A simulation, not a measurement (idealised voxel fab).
The document below concerns the process module designated voxel gate over fins.
The width of the displayed cross-section, cut, is 155 nm; its cells are square, with a size of 5 nm.
Bands, listed from the top down, are how a cross-section gets written in this document; the cross-section itself is a grid of square cells, and a band is one or more rows of them.
Basically the band line says how high the top is and how high the bottom is, in nm, and then what's in it from left to right, every material with its width in nm. Empty space shows up as "blank", and if a single material carries "throughout" it runs the full band edge to edge.
Heights from 0 (as-received wafer is one material below). Bottom band endless downward, as "0 nm and below".
Per-row width for "30..40": begins at first number (top row of band), ends at second number (bottom row), increment between rows held constant.
"same as before" means the step left every cell of the cross-section as it was.
"Closed voids list" enumerates empty spaces isolated from the top, with no open way to it, that contain at least 8 cells, giving each as width x height at distance from the left edge, all three in nm.
Whatever follows a step's settings on its line is a remark the simulator itself makes about that step.
You can add "overlay nm" to a step's line. For a step with a mask, it describes how far the mask lay to the right of its planned position, and a negative number describes a lay to the left.
Process steps - plan:
- 1: RECEIVE | material Si
- 2: CONFORMAL_DEP | material SiN | thk nm 10
- 3: MASKED_ETCH | tone cover | mask id FINS | width nm 15 | pitch nm 55 | etch materials SiN | depth nm 10 | overlay nm 0
- 4: MASKED_ETCH | tone cover | mask id FINS | width nm 15 | pitch nm 55 | etch materials Si | depth nm 35 | overlay nm 0
- 5: FILL_DEP | material SiO2 | thk nm 15
- 6: CMP | height nm 10
- 7: DIRECTIONAL_DEP | material aC | thk nm 10
- 8: PATTERN | tone open | mask id RAIL | material resist | width nm 15 | thk nm 25 | overlay nm 0
- 9: DIRECTIONAL_ETCH | etch materials aC | depth nm 10
- 10: STRIP | etch materials resist
- 11: DIRECTIONAL_ETCH | etch materials SiO2 | depth nm 40
- 12: STRIP | etch materials aC
- 13: CONFORMAL_DEP | material TiN | thk nm 5
- 14: FILL_DEP | material Ru | thk nm 10
- 15: CMP | height nm 10
- 16: SELECTIVE_ETCH | etch materials W Ru TiN | depth nm 30
- 17: FILL_DEP | material SiO2 | thk nm 5
- 18: CMP | height nm 10
- 19: SELECTIVE_ETCH | etch materials SiO2 | depth nm 25
- 20: STRIP | etch materials SiN
- 21: CONFORMAL_DEP | material HfO2 | thk nm 5
- 22: CONFORMAL_DEP | material TiN | thk nm 5
- 23: CONFORMAL_DEP | material TiAl | thk nm 5
- 24: CONFORMAL_DEP | material TiN | thk nm 5
- 25: FILL_DEP | material W | thk nm 10
- 26: CMP | height nm 25
- 27: CONFORMAL_DEP | material SiCN | thk nm 10
This is the cross-section of the wafer as we received it, i.e. after step 1:
  0 nm and below = Si throughout
  Closed voids list: none
This is how the wafer looks in cross-section once the module is done, given the starting state and plan above and one mistake in carrying the plan out:
  35 nm to 25 nm = SiCN throughout
  25 nm to 20 nm = W throughout
  20 nm to 15 nm = TiN throughout
  15 nm to 10 nm = TiAl 45 nm, TiN 10 nm, TiAl 45 nm, TiN 10 nm, TiAl 45 nm
  10 nm to 5 nm = TiAl 5 nm, TiN 35 nm, TiAl 5 nm, TiN 10 nm, TiAl 5 nm, TiN 35 nm, TiAl 5 nm, TiN 10 nm, TiAl 5 nm, TiN 35 nm, TiAl 5 nm
  5 nm to 0 nm = TiAl 5 nm, TiN 5 nm, HfO2 25 nm, TiN 5 nm, TiAl 5 nm, TiN 10 nm, TiAl 5 nm, TiN 5 nm, HfO2 25 nm, TiN 5 nm, TiAl 5 nm, TiN 10 nm, TiAl 5 nm, TiN 5 nm, HfO2 25 nm, TiN 5 nm, TiAl 5 nm
  0 nm to -5 nm = TiAl 5 nm, TiN 5 nm, HfO2 5 nm, Si 15 nm, HfO2 5 nm, TiN 5 nm, TiAl 20 nm, TiN 5 nm, HfO2 5 nm, Si 15 nm, HfO2 5 nm, TiN 5 nm, TiAl 20 nm, TiN 5 nm, HfO2 5 nm, Si 15 nm, HfO2 5 nm, TiN 5 nm, TiAl 5 nm
  -5 nm to -10 nm = TiN 10 nm, HfO2 5 nm, Si 15 nm, HfO2 5 nm, TiN 30 nm, HfO2 5 nm, Si 15 nm, HfO2 5 nm, TiN 30 nm, HfO2 5 nm, Si 15 nm, HfO2 5 nm, TiN 10 nm
  -10 nm to -15 nm = HfO2 15 nm, Si 15 nm, HfO2 40 nm, Si 15 nm, HfO2 40 nm, Si 15 nm, HfO2 15 nm
  -15 nm to -20 nm = SiO2 15 nm, Si 15 nm, SiO2 40 nm, Si 15 nm, SiO2 40 nm, Si 15 nm, SiO2 15 nm
  -20 nm to -25 nm = SiO2 15 nm, Si 15 nm, SiO2 5 nm, TiN 5 nm, Ru 15 nm, TiN 5 nm, SiO2 10 nm, Si 15 nm, SiO2 40 nm, Si 15 nm, SiO2 15 nm
  -25 nm to -30 nm = SiO2 15 nm, Si 15 nm, SiO2 5 nm, TiN 25 nm, SiO2 10 nm, Si 15 nm, SiO2 40 nm, Si 15 nm, SiO2 15 nm
  -30 nm to -35 nm = SiO2 15 nm, Si 15 nm, SiO2 40 nm, Si 15 nm, SiO2 40 nm, Si 15 nm, SiO2 15 nm
  -35 nm and below = Si throughout
  Closed voids list: none
Want to know what went wrong? step 8 ran with different settings than intended, the actual operation and settings being PATTERN | tone open | mask id RAIL | material resist | width nm 25 | thk nm 25 | overlay nm 0
